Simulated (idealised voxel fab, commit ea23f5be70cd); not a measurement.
process module | voxel lift off
cross-section cut | 215 nm wide | cells 5 nm
A cross-section is a grid of square cells, given in bands from the top down. A band is one or more rows of cells.
Each band's line starts with the height of the band's top and of its bottom, in nm. Then come its materials from left to right, each with its width in nm. One material with "throughout" fills the band from edge to edge. "air" is empty space.
Height 0 is the level under which the wafer as received is all one material. The lowest band goes on downwards, as in "0 down".
A width such as "30 to 40" changes by the same amount from each row of cells to the next, from the band's top row to its bottom row.
"no change" after a step means that no cell of the cross-section changed.
closed voids: empty space of 8 cells or more with no open way to the top, each as width x height at its distance from the left edge, in nm
after a step's settings: what the simulator itself notes on the step
overlay nm, on a step with a mask: how far to the right of its planned place the mask lay; to the left if negative
plan
1 op RECEIVE | material Si
2 op CONFORMAL_DEP | material SiO2 | thk nm 5
3 op PATTERN | tone open | mask id LINES | material resist | width nm 30 | pitch nm 45 | thk nm 25 | overlay nm 0
4 op DIRECTIONAL_DEP | material Ru | thk nm 10
5 op STRIP | etch materials resist
6 op CONFORMAL_DEP | material SiCN | thk nm 10
as received, after step 1
  0 down: Si throughout
  closed voids: none
first wafer at the end, as planned
  25 to 15: air 15 | SiCN 185 | air 15
  15 to 5: SiCN 25 | Ru 30 | SiCN 15 | Ru 30 | SiCN 15 | Ru 30 | SiCN 15 | Ru 30 | SiCN 25
  5 to 0: SiO2 throughout
  0 down: Si throughout
  closed voids: none
second wafer at the end: like start, like plan, one mistake
  15 to 5: SiCN throughout
  5 to 0: SiO2 throughout
  0 down: Si throughout
  closed voids: none
what went wrong: step 4 was left out
at the end the second wafer has, in cells: 48 fewer of Ru | 26 fewer of SiCN
